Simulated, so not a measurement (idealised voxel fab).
You're looking at the process module voxel transistor to metal.
Pictured: cross-section cut, 140 nm wide, on a grid of 5 nm square cells.
If you're reading a cross-section in this doc, picture square cells in a grid; it comes to you as bands, top ones listed first down to the bottom, and a band can be one or more rows of cells.
Look at the band entry: it leads with the top's height and the bottom's height in nm. Then it lists the materials left to right, with a width in nm for each. The word "full width" on a single material says that material fills the band edge to edge. The word "empty" is empty space.
We count height from 0. Below that, the starting wafer is all one material. The lowest band never ends at the bottom but goes on down; see "0 nm and below" for how that is written.
A width such as "30..40" changes by the same amount from each row of cells to the next, from the band's top row to its bottom row.
It should be understood that the words "no alterations made", when stated for a given step, signify that the cross-section underwent no change in any of its cells during that step.
"Enclosed cavity list" specifies each empty space that is not open to the top and that occupies no fewer than 8 cells, using the form width x height at distance, the distance measured from the left edge and all three quantities in nm.
If you see something after the settings on a step's line, that's the simulator's own remark about that step.
Among the settings permitted on a step's line is "overlay nm"; applied to a step with a mask, it specifies the extent to which the mask lay to the right of its planned position, whereas a negative figure signifies a position to the left.
Set out below are the planned steps of the process:
1. RECEIVE | material Si
2. CONFORMAL_DEP | material SiO2 | thk nm 5
3. CONFORMAL_DEP | material SiN | thk nm 10
4. MASKED_ETCH | tone cover | mask id ACTIVE | width nm 100 | etch materials SiN | depth nm 10 | overlay nm 0
5. MASKED_ETCH | tone cover | mask id ACTIVE | width nm 100 | etch materials SiO2 | depth nm 5 | overlay nm 0
6. MASKED_ETCH | tone cover | mask id ACTIVE | width nm 100 | etch materials Si | depth nm 35 | overlay nm 0
7. FILL_DEP | material SiO2 | thk nm 10
8. CMP | height nm 15
9. SELECTIVE_ETCH | etch materials SiO2 | depth nm 5
10. STRIP | etch materials SiN
11. SELECTIVE_ETCH | etch materials SiO2 | depth nm 5
12. OXIDIZE | depth nm 5
13. DIRECTIONAL_DEP | material polySi | thk nm 25
14. DIRECTIONAL_DEP | material SiCN | thk nm 10
15. MASKED_ETCH | tone cover | mask id GATE | width nm 30 | etch materials SiCN | depth nm 20 | overlay nm 0
16. MASKED_ETCH | tone cover | mask id GATE | width nm 30 | etch materials polySi | depth nm 35 | overlay nm 0
17. CONFORMAL_DEP | material SiN | thk nm 10
18. DIRECTIONAL_ETCH | etch materials SiN | depth nm 10
19. DIRECTIONAL_ETCH | etch materials SiO2 | depth nm 5
20. DIRECTIONAL_ETCH | etch materials Si | depth nm 15
21. EPI | material SiGe | thk nm 15
22. FILL_DEP | material SiO2 | thk nm 10
23. CMP | height nm 25
24. STRIP | etch materials polySi
25. SELECTIVE_ETCH | etch materials SiO2 | depth nm 5
26. CONFORMAL_DEP | material HfO2 | thk nm 5
27. CONFORMAL_DEP | material TiN | thk nm 5
28. FILL_DEP | material W | thk nm 10
29. CMP | height nm 20
30. DIRECTIONAL_DEP | material SiO2 | thk nm 10
31. MASKED_ETCH | tone open | mask id CONTACT | width nm 15 | pitch nm 75 | etch materials SiO2 | depth nm 20 | overlay nm 0
32. CONFORMAL_DEP | material TiN | thk nm 5
33. FILL_DEP | material W | thk nm 10
34. CMP | height nm 30
35. CONFORMAL_DEP | material SiN | thk nm 5
36. DIRECTIONAL_DEP | material lowk | thk nm 20
37. MASKED_ETCH | tone open | mask id METAL_1 | width nm 15 | pitch nm 75 | etch materials lowk | depth nm 20 | overlay nm 0
38. MASKED_ETCH | tone open | mask id METAL_1 | width nm 15 | pitch nm 75 | etch materials SiN | depth nm 5 | overlay nm 0
39. CONFORMAL_DEP | material TiN | thk nm 5
40. FILL_DEP | material Cu | thk nm 10
41. CMP | height nm 55
42. CONFORMAL_DEP | material SiN | thk nm 5
First wafer of two (run as planned):
Cross-section of the incoming wafer, state after step 1:
  0 nm and below  Si full width
  Enclosed cavity list: none
Cross-section: wafer state after step 2:
  5 nm to 0 nm  SiO2 full width
  Below a height of 0, the structure has not been altered.
Cross-section: wafer state after step 3:
  15 nm to 5 nm  SiN full width
  Below a height of 5, the structure has not been altered.
Cross-section: wafer state after step 4:
  15 nm to 5 nm  empty: 20; SiN: 100; empty: 20
  Below a height of 5, the structure has not been altered.
Cross-section: wafer state after step 5:
  15 nm to 5 nm  empty: 20; SiN: 100; empty: 20
  5 nm to 0 nm  empty: 20; SiO2: 100; empty: 20
  Below a height of 0, the structure has not been altered.
Cross-section: wafer state after step 6:
  15 nm to 5 nm  empty: 20; SiN: 100; empty: 20
  5 nm to 0 nm  empty: 20; SiO2: 100; empty: 20
  0 nm to -35 nm  empty: 20; Si: 100; empty: 20
  Below a height of -35, the structure has not been altered.
Cross-section: wafer state after step 7:
  25 nm to 15 nm  SiO2 full width
  15 nm to 5 nm  SiO2: 20; SiN: 100; SiO2: 20
  5 nm to 0 nm  SiO2 full width
  0 nm to -35 nm  SiO2: 20; Si: 100; SiO2: 20
  Below a height of -35, the structure has not been altered.
Cross-section: wafer state after step 8:
  15 nm to 5 nm  SiO2: 20; SiN: 100; SiO2: 20
  Below a height of 5, the structure has not been altered.
Cross-section: wafer state after step 9:
  15 nm to 10 nm  empty: 20; SiN: 100; empty: 20
  Below a height of 10, the structure has not been altered.
Cross-section: wafer state after step 10:
  10 nm to 5 nm  SiO2: 20; empty: 100; SiO2: 20
  Below a height of 5, the structure has not been altered.
Cross-section: wafer state after step 11:
  5 nm to 0 nm  SiO2: 15; empty: 110; SiO2: 15
  Below a height of 0, the structure has not been altered.
Cross-section: wafer state after step 12:
  5 nm to 0 nm  SiO2: 15; empty: 110; SiO2: 15
  0 nm to -5 nm  SiO2 full width
  Below a height of -5, the structure has not been altered.
Cross-section: wafer state after step 13:
  30 nm to 25 nm  polySi: 15; empty: 110; polySi: 15
  25 nm to 5 nm  polySi full width
  5 nm to 0 nm  SiO2: 15; polySi: 110; SiO2: 15
  Below a height of 0, the structure has not been altered.
Cross-section: wafer state after step 14:
  40 nm to 35 nm  SiCN: 15; empty: 110; SiCN: 15
  35 nm to 30 nm  SiCN full width
  30 nm to 25 nm  polySi: 15; SiCN: 110; polySi: 15
  Below a height of 25, the structure has not been altered.
Cross-section: wafer state after step 15:
  35 nm to 30 nm  empty: 55; SiCN: 30; empty: 55
  30 nm to 25 nm  polySi: 15; empty: 40; SiCN: 30; empty: 40; polySi: 15
  Below a height of 25, the structure has not been altered.
Cross-section: wafer state after step 16:
  35 nm to 25 nm  empty: 55; SiCN: 30; empty: 55
  25 nm to 5 nm  empty: 55; polySi: 30; empty: 55
  5 nm to 0 nm  SiO2: 15; empty: 40; polySi: 30; empty: 40; SiO2: 15
  Below a height of 0, the structure has not been altered.
Cross-section: wafer state after step 17:
  45 nm to 35 nm  empty: 45; SiN: 50; empty: 45
  35 nm to 25 nm  empty: 45; SiN: 10; SiCN: 30; SiN: 10; empty: 45
  25 nm to 15 nm  empty: 45; SiN: 10; polySi: 30; SiN: 10; empty: 45
  15 nm to 10 nm  SiN: 25; empty: 20; SiN: 10; polySi: 30; SiN: 10; empty: 20; SiN: 25
  10 nm to 5 nm  SiN: 55; polySi: 30; SiN: 55
  5 nm to 0 nm  SiO2: 15; SiN: 40; polySi: 30; SiN: 40; SiO2: 15
  Below a height of 0, the structure has not been altered.
Cross-section: wafer state after step 18:
  35 nm to 25 nm  empty: 45; SiN: 10; SiCN: 30; SiN: 10; empty: 45
  25 nm to 5 nm  empty: 45; SiN: 10; polySi: 30; SiN: 10; empty: 45
  5 nm to 0 nm  SiO2: 15; SiN: 10; empty: 20; SiN: 10; polySi: 30; SiN: 10; empty: 20; SiN: 10; SiO2: 15
  Below a height of 0, the structure has not been altered.
Cross-section: wafer state after step 19:
  35 nm to 25 nm  empty: 45; SiN: 10; SiCN: 30; SiN: 10; empty: 45
  25 nm to 5 nm  empty: 45; SiN: 10; polySi: 30; SiN: 10; empty: 45
  5 nm to 0 nm  empty: 15; SiN: 10; empty: 20; SiN: 10; polySi: 30; SiN: 10; empty: 20; SiN: 10; empty: 15
  0 nm to -5 nm  SiO2: 25; empty: 20; SiO2: 50; empty: 20; SiO2: 25
  Below a height of -5, the structure has not been altered.
Cross-section: wafer state after step 20:
  35 nm to 25 nm  empty: 45; SiN: 10; SiCN: 30; SiN: 10; empty: 45
  25 nm to 5 nm  empty: 45; SiN: 10; polySi: 30; SiN: 10; empty: 45
  5 nm to 0 nm  empty: 15; SiN: 10; empty: 20; SiN: 10; polySi: 30; SiN: 10; empty: 20; SiN: 10; empty: 15
  0 nm to -5 nm  SiO2: 25; empty: 20; SiO2: 50; empty: 20; SiO2: 25
  -5 nm to -20 nm  SiO2: 20; Si: 5; empty: 20; Si: 50; empty: 20; Si: 5; SiO2: 20
  Below a height of -20, the structure has not been altered.
Cross-section: wafer state after step 21:
  35 nm to 25 nm  empty: 45; SiN: 10; SiCN: 30; SiN: 10; empty: 45
  25 nm to 10 nm  empty: 45; SiN: 10; polySi: 30; SiN: 10; empty: 45
  10 nm to 5 nm  empty: 20; SiGe: 25; SiN: 10; polySi: 30; SiN: 10; SiGe: 25; empty: 20
  5 nm to 0 nm  empty: 15; SiN: 10; SiGe: 20; SiN: 10; polySi: 30; SiN: 10; SiGe: 20; SiN: 10; empty: 15
  0 nm to -5 nm  SiO2: 25; SiGe: 20; SiO2: 50; SiGe: 20; SiO2: 25
  -5 nm to -20 nm  SiO2: 20; Si: 5; SiGe: 20; Si: 50; SiGe: 20; Si: 5; SiO2: 20
  Below a height of -20, the structure has not been altered.
Cross-section: wafer state after step 22:
  45 nm to 35 nm  SiO2 full width
  35 nm to 25 nm  SiO2: 45; SiN: 10; SiCN: 30; SiN: 10; SiO2: 45
  25 nm to 10 nm  SiO2: 45; SiN: 10; polySi: 30; SiN: 10; SiO2: 45
  10 nm to 5 nm  SiO2: 20; SiGe: 25; SiN: 10; polySi: 30; SiN: 10; SiGe: 25; SiO2: 20
  5 nm to 0 nm  SiO2: 15; SiN: 10; SiGe: 20; SiN: 10; polySi: 30; SiN: 10; SiGe: 20; SiN: 10; SiO2: 15
  Below a height of 0, the structure has not been altered.
Cross-section: wafer state after step 23:
  25 nm to 10 nm  SiO2: 45; SiN: 10; polySi: 30; SiN: 10; SiO2: 45
  Below a height of 10, the structure has not been altered.
Cross-section: wafer state after step 24:
  25 nm to 10 nm  SiO2: 45; SiN: 10; empty: 30; SiN: 10; SiO2: 45
  10 nm to 5 nm  SiO2: 20; SiGe: 25; SiN: 10; empty: 30; SiN: 10; SiGe: 25; SiO2: 20
  5 nm to 0 nm  SiO2: 15; SiN: 10; SiGe: 20; SiN: 10; empty: 30; SiN: 10; SiGe: 20; SiN: 10; SiO2: 15
  Below a height of 0, the structure has not been altered.
Cross-section: wafer state after step 25:
  25 nm to 20 nm  empty: 45; SiN: 10; empty: 30; SiN: 10; empty: 45
  20 nm to 10 nm  SiO2: 45; SiN: 10; empty: 30; SiN: 10; SiO2: 45
  10 nm to 5 nm  SiO2: 20; SiGe: 25; SiN: 10; empty: 30; SiN: 10; SiGe: 25; SiO2: 20
  5 nm to 0 nm  SiO2: 15; SiN: 10; SiGe: 20; SiN: 10; empty: 30; SiN: 10; SiGe: 20; SiN: 10; SiO2: 15
  0 nm to -5 nm  SiO2: 25; SiGe: 20; SiO2: 5; empty: 40; SiO2: 5; SiGe: 20; SiO2: 25
  Below a height of -5, the structure has not been altered.
Cross-section: wafer state after step 26:
  30 nm to 25 nm  empty: 40; HfO2: 20; empty: 20; HfO2: 20; empty: 40
  25 nm to 20 nm  HfO2: 45; SiN: 10; HfO2: 5; empty: 20; HfO2: 5; SiN: 10; HfO2: 45
  20 nm to 10 nm  SiO2: 45; SiN: 10; HfO2: 5; empty: 20; HfO2: 5; SiN: 10; SiO2: 45
  10 nm to 5 nm  SiO2: 20; SiGe: 25; SiN: 10; HfO2: 5; empty: 20; HfO2: 5; SiN: 10; SiGe: 25; SiO2: 20
  5 nm to 0 nm  SiO2: 15; SiN: 10; SiGe: 20; SiN: 10; HfO2: 5; empty: 20; HfO2: 5; SiN: 10; SiGe: 20; SiN: 10; SiO2: 15
  0 nm to -5 nm  SiO2: 25; SiGe: 20; SiO2: 5; HfO2: 40; SiO2: 5; SiGe: 20; SiO2: 25
  Below a height of -5, the structure has not been altered.
Cross-section: wafer state after step 27:
  35 nm to 30 nm  empty: 35; TiN: 30; empty: 10; TiN: 30; empty: 35
  30 nm to 25 nm  TiN: 40; HfO2: 20; TiN: 5; empty: 10; TiN: 5; HfO2: 20; TiN: 40
  25 nm to 20 nm  HfO2: 45; SiN: 10; HfO2: 5; TiN: 5; empty: 10; TiN: 5; HfO2: 5; SiN: 10; HfO2: 45
  20 nm to 10 nm  SiO2: 45; SiN: 10; HfO2: 5; TiN: 5; empty: 10; TiN: 5; HfO2: 5; SiN: 10; SiO2: 45
  10 nm to 5 nm  SiO2: 20; SiGe: 25; SiN: 10; HfO2: 5; TiN: 5; empty: 10; TiN: 5; HfO2: 5; SiN: 10; SiGe: 25; SiO2: 20
  5 nm to 0 nm  SiO2: 15; SiN: 10; SiGe: 20; SiN: 10; HfO2: 5; TiN: 20; HfO2: 5; SiN: 10; SiGe: 20; SiN: 10; SiO2: 15
  Below a height of 0, the structure has not been altered.
Cross-section: wafer state after step 28:
  45 nm to 35 nm  W full width
  35 nm to 30 nm  W: 35; TiN: 30; W: 10; TiN: 30; W: 35
  30 nm to 25 nm  TiN: 40; HfO2: 20; TiN: 5; W: 10; TiN: 5; HfO2: 20; TiN: 40
  25 nm to 20 nm  HfO2: 45; SiN: 10; HfO2: 5; TiN: 5; W: 10; TiN: 5; HfO2: 5; SiN: 10; HfO2: 45
  20 nm to 10 nm  SiO2: 45; SiN: 10; HfO2: 5; TiN: 5; W: 10; TiN: 5; HfO2: 5; SiN: 10; SiO2: 45
  10 nm to 5 nm  SiO2: 20; SiGe: 25; SiN: 10; HfO2: 5; TiN: 5; W: 10; TiN: 5; HfO2: 5; SiN: 10; SiGe: 25; SiO2: 20
  Below a height of 5, the structure has not been altered.
Cross-section: wafer state after step 29:
  20 nm to 10 nm  SiO2: 45; SiN: 10; HfO2: 5; TiN: 5; W: 10; TiN: 5; HfO2: 5; SiN: 10; SiO2: 45
  Below a height of 10, the structure has not been altered.
Cross-section: wafer state after step 30:
  30 nm to 20 nm  SiO2 full width
  Below a height of 20, the structure has not been altered.
Cross-section: wafer state after step 31:
  30 nm to 20 nm  SiO2: 25; empty: 15; SiO2: 60; empty: 15; SiO2: 25
  20 nm to 10 nm  SiO2: 25; empty: 15; SiO2: 5; SiN: 10; HfO2: 5; TiN: 5; W: 10; TiN: 5; HfO2: 5; SiN: 10; SiO2: 5; empty: 15; SiO2: 25
  Below a height of 10, the structure has not been altered.
Cross-section: wafer state after step 32:
  35 nm to 30 nm  TiN: 30; empty: 5; TiN: 70; empty: 5; TiN: 30
  30 nm to 20 nm  SiO2: 25; TiN: 5; empty: 5; TiN: 5; SiO2: 60; TiN: 5; empty: 5; TiN: 5; SiO2: 25
  20 nm to 15 nm  SiO2: 25; TiN: 5; empty: 5; TiN: 5; SiO2: 5; SiN: 10; HfO2: 5; TiN: 5; W: 10; TiN: 5; HfO2: 5; SiN: 10; SiO2: 5; TiN: 5; empty: 5; TiN: 5; SiO2: 25
  15 nm to 10 nm  SiO2: 25; TiN: 15; SiO2: 5; SiN: 10; HfO2: 5; TiN: 5; W: 10; TiN: 5; HfO2: 5; SiN: 10; SiO2: 5; TiN: 15; SiO2: 25
  Below a height of 10, the structure has not been altered.
Cross-section: wafer state after step 33:
  45 nm to 35 nm  W full width
  35 nm to 30 nm  TiN: 30; W: 5; TiN: 70; W: 5; TiN: 30
  30 nm to 20 nm  SiO2: 25; TiN: 5; W: 5; TiN: 5; SiO2: 60; TiN: 5; W: 5; TiN: 5; SiO2: 25
  20 nm to 15 nm  SiO2: 25; TiN: 5; W: 5; TiN: 5; SiO2: 5; SiN: 10; HfO2: 5; TiN: 5; W: 10; TiN: 5; HfO2: 5; SiN: 10; SiO2: 5; TiN: 5; W: 5; TiN: 5; SiO2: 25
  Below a height of 15, the structure has not been altered.
Cross-section: wafer state after step 34:
  30 nm to 20 nm  SiO2: 25; TiN: 5; W: 5; TiN: 5; SiO2: 60; TiN: 5; W: 5; TiN: 5; SiO2: 25
  Below a height of 20, the structure has not been altered.
Cross-section: wafer state after step 35:
  35 nm to 30 nm  SiN full width
  Below a height of 30, the structure has not been altered.
Cross-section: wafer state after step 36:
  55 nm to 35 nm  lowk full width
  Below a height of 35, the structure has not been altered.
Cross-section: wafer state after step 37:
  55 nm to 35 nm  lowk: 25; empty: 15; lowk: 60; empty: 15; lowk: 25
  Below a height of 35, the structure has not been altered.
Cross-section: wafer state after step 38:
  55 nm to 35 nm  lowk: 25; empty: 15; lowk: 60; empty: 15; lowk: 25
  35 nm to 30 nm  SiN: 25; empty: 15; SiN: 60; empty: 15; SiN: 25
  Below a height of 30, the structure has not been altered.
Cross-section: wafer state after step 39:
  60 nm to 55 nm  TiN: 30; empty: 5; TiN: 70; empty: 5; TiN: 30
  55 nm to 35 nm  lowk: 25; TiN: 5; empty: 5; TiN: 5; lowk: 60; TiN: 5; empty: 5; TiN: 5; lowk: 25
  35 nm to 30 nm  SiN: 25; TiN: 15; SiN: 60; TiN: 15; SiN: 25
  Below a height of 30, the structure has not been altered.
Cross-section: wafer state after step 40:
  70 nm to 60 nm  Cu full width
  60 nm to 55 nm  TiN: 30; Cu: 5; TiN: 70; Cu: 5; TiN: 30
  55 nm to 35 nm  lowk: 25; TiN: 5; Cu: 5; TiN: 5; lowk: 60; TiN: 5; Cu: 5; TiN: 5; lowk: 25
  Below a height of 35, the structure has not been altered.
Cross-section: wafer state after step 41:
  55 nm to 35 nm  lowk: 25; TiN: 5; Cu: 5; TiN: 5; lowk: 60; TiN: 5; Cu: 5; TiN: 5; lowk: 25
  Below a height of 35, the structure has not been altered.
Cross-section: wafer state after step 42:
  60 nm to 55 nm  SiN full width
  Below a height of 55, the structure has not been altered.
Wafer two. Same start, same plan, one slip in execution. Same as wafer one through step 34, inclusive:
Cross-sectional view of the second wafer at the intended end time of process step 35:
  50 nm to 30 nm  lowk full width
  Below a height of 30, the structure has not been altered.
Cross-sectional view of the second wafer at the intended end time of process step 36:
  55 nm to 50 nm  SiN full width
  Below a height of 50, the structure has not been altered.
Cross-sectional view of the second wafer at the intended end time of process step 37: no alterations made
Cross-sectional view of the second wafer at the intended end time of process step 38:
  55 nm to 50 nm  SiN: 25; empty: 15; SiN: 60; empty: 15; SiN: 25
  Below a height of 50, the structure has not been altered.
Cross-sectional view of the second wafer at the intended end time of process step 39:
  60 nm to 55 nm  TiN: 30; empty: 5; TiN: 70; empty: 5; TiN: 30
  55 nm to 50 nm  SiN: 25; TiN: 15; SiN: 60; TiN: 15; SiN: 25
  Below a height of 50, the structure has not been altered.
Cross-sectional view of the second wafer at the intended end time of process step 40:
  70 nm to 60 nm  Cu full width
  60 nm to 55 nm  TiN: 30; Cu: 5; TiN: 70; Cu: 5; TiN: 30
  Below a height of 55, the structure has not been altered.
Cross-sectional view of the second wafer at the intended end time of process step 41:
  55 nm to 50 nm  SiN: 25; TiN: 15; SiN: 60; TiN: 15; SiN: 25
  Below a height of 50, the structure has not been altered.
Cross-sectional view of the second wafer at the intended end time of process step 42:
  60 nm to 55 nm  SiN full width
  Below a height of 55, the structure has not been altered.
Processing error: steps 35 and 36 traded places in the executed sequence
Wrapping up, a cell-based count of both wafers puts the second over or under the first for these materials: 8 fewer of Cu; 16 fewer of TiN; 24 more of lowk
